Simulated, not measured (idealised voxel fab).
Herein follows the process module entitled voxel wiring stack.
Section cut is 235 nm wide and gridded with 5 nm square cells.
A cross-section is a grid of square cells, given in bands from the top down. A band is one or more rows of cells. Heads up on the band format: heights come first, top then bottom, in nm. After that it's the materials left to right, each with its width in nm. A single material flagged "everywhere" fills the whole band edge to edge, and "air" means there's empty space there. Convention: height 0 is the level below which the wafer, as received, is all one material. The lowest band does not terminate at the bottom but continues downward, represented as "0..down". Note: "30 to 40" means the width goes from the first number (top row of the band) to the second number (bottom row) in equal steps per row of cells. The designation "remains unaltered", where it is given for a processing step, indicates that no cell of the cross-section was altered in the course of that step. "Non-vented voids" contains a list of empty spaces, each no smaller than 8 cells and without an open way to the top, written in the form width x height at distance with the distance from the left edge and all three in nm. Step line, after settings: the simulator's comment on this step. On any step carrying a mask, the "overlay nm" setting, if present on the step's line, tells how far right of its planned place the mask lay; negative values point to the left.

# Planned process steps
1,RECEIVE | material Si
2,CONFORMAL_DEP | material SiO2 | thk nm 10
3,CONFORMAL_DEP | material SiN | thk nm 5
4,DIRECTIONAL_DEP | material lowk | thk nm 20
5,DIRECTIONAL_DEP | material aC | thk nm 10
6,PATTERN | tone open | mask id METAL_1 | material resist | width nm 20 | pitch nm 45 | thk nm 30 | overlay nm 0
7,DIRECTIONAL_ETCH | etch materials aC | depth nm 10
8,STRIP | etch materials resist
9,DIRECTIONAL_ETCH | etch materials lowk | depth nm 20
10,DIRECTIONAL_ETCH | etch materials SiN | depth nm 5
11,STRIP | etch materials aC
12,CONFORMAL_DEP | material TiN | thk nm 5
13,FILL_DEP | material Ru | thk nm 5
14,CMP | height nm 35
15,CONFORMAL_DEP | material SiCN | thk nm 5
16,DIRECTIONAL_DEP | material lowk | thk nm 35
17,MASKED_ETCH | tone open | mask id METAL_2_HOLES | width nm 15 | pitch nm 45 | etch materials lowk | depth nm 35 | overlay nm -15
18,DIRECTIONAL_DEP | material aC | thk nm 10
19,PATTERN | tone open | mask id METAL_2 | material resist | width nm 20 | pitch nm 45 | thk nm 25 | overlay nm 0
20,DIRECTIONAL_ETCH | etch materials aC | depth nm 10
21,STRIP | etch materials resist
22,DIRECTIONAL_ETCH | etch materials lowk | depth nm 20
23,DIRECTIONAL_ETCH | etch materials SiCN | depth nm 5
24,STRIP | etch materials aC
25,CONFORMAL_DEP | material TiN | thk nm 5
26,FILL_DEP | material Ru | thk nm 5
27,CMP | height nm 75
28,CONFORMAL_DEP | material SiCN | thk nm 5
Where the wafers of this document differ is in the overlay nm of step 17; they start out the same, and the plan states the value that applied to the first wafer.

# The first of several wafers, as received after step 1, seen in section
    0..down: Si everywhere
    Non-vented voids: none

# The first of several wafers, seen in cross-section after the module's last step, step 28
    80..75: SiCN everywhere
    75..60: lowk 70 nm, then TiN 5 nm, then Ru 25 nm, then TiN 5 nm, then lowk 10 nm, then TiN 5 nm, then Ru 25 nm, then TiN 5 nm, then lowk 85 nm
    60..55: lowk 70 nm, then TiN 5 nm, then Ru 5 nm, then TiN 25 nm, then lowk 10 nm, then TiN 5 nm, then Ru 5 nm, then TiN 25 nm, then lowk 85 nm
    55..45: lowk 70 nm, then TiN 5 nm, then Ru 5 nm, then TiN 5 nm, then lowk 30 nm, then TiN 5 nm, then Ru 5 nm, then TiN 5 nm, then lowk 105 nm
    45..40: lowk 70 nm, then TiN 15 nm, then lowk 30 nm, then TiN 15 nm, then lowk 105 nm
    40..35: SiCN everywhere
    35..15: lowk 85 nm, then TiN 5 nm, then Ru 10 nm, then TiN 5 nm, then lowk 25 nm, then TiN 5 nm, then Ru 10 nm, then TiN 5 nm, then lowk 85 nm
    15..10: SiN 85 nm, then TiN 20 nm, then SiN 25 nm, then TiN 20 nm, then SiN 85 nm
    10..0: SiO2 everywhere
    0..down: Si everywhere
    Non-vented voids: none

# Final wafer cross-section at module end
    80..75: SiCN everywhere
    75..60: lowk 85 nm, then TiN 5 nm, then Ru 20 nm, then TiN 5 nm, then lowk 15 nm, then TiN 5 nm, then Ru 20 nm, then TiN 5 nm, then lowk 75 nm
    60..55: lowk 85 nm, then TiN 20 nm, then Ru 5 nm, then TiN 5 nm, then lowk 15 nm, then TiN 20 nm, then Ru 5 nm, then TiN 5 nm, then lowk 75 nm
    55..45: lowk 100 nm, then TiN 5 nm, then Ru 5 nm, then TiN 5 nm, then lowk 30 nm, then TiN 5 nm, then Ru 5 nm, then TiN 5 nm, then lowk 75 nm
    45..40: lowk 100 nm, then TiN 15 nm, then lowk 30 nm, then TiN 15 nm, then lowk 75 nm
    40..35: SiCN 100 nm, then TiN 5 nm, then SiCN 40 nm, then TiN 5 nm, then SiCN 85 nm
    35..15: lowk 85 nm, then TiN 5 nm, then Ru 10 nm, then TiN 5 nm, then lowk 25 nm, then TiN 5 nm, then Ru 10 nm, then TiN 5 nm, then lowk 85 nm
    15..10: SiN 85 nm, then TiN 20 nm, then SiN 25 nm, then TiN 20 nm, then SiN 85 nm
    10..0: SiO2 everywhere
    0..down: Si everywhere
    Non-vented voids: none

# Note: the following table is arranged by wafer, a row apiece. Each row reports the end-of-module state: per material, cells gained (+) or cells lost (-) compared with the wafer as received; closed voids follow
overlay nm -15 | +52 Ru | +94 SiCN | +39 SiN | +94 SiO2 | +62 TiN | +411 lowk | Non-vented voids: none
overlay nm -10 | +46 Ru | +92 SiCN | +39 SiN | +94 SiO2 | +62 TiN | +419 lowk | Non-vented voids: none
overlay nm -5 | +40 Ru | +90 SiCN | +39 SiN | +94 SiO2 | +62 TiN | +427 lowk | Non-vented voids: none
overlay nm 0 | +36 Ru | +88 SiCN | +39 SiN | +94 SiO2 | +60 TiN | +435 lowk | Non-vented voids: none
overlay nm 5 | +36 Ru | +88 SiCN | +39 SiN | +94 SiO2 | +60 TiN | +435 lowk | Non-vented voids: none
overlay nm 10 | +40 Ru | +90 SiCN | +39 SiN | +94 SiO2 | +62 TiN | +427 lowk | Non-vented voids: none
overlay nm 15 | +46 Ru | +92 SiCN | +39 SiN | +94 SiO2 | +62 TiN | +419 lowk | Non-vented voids: none
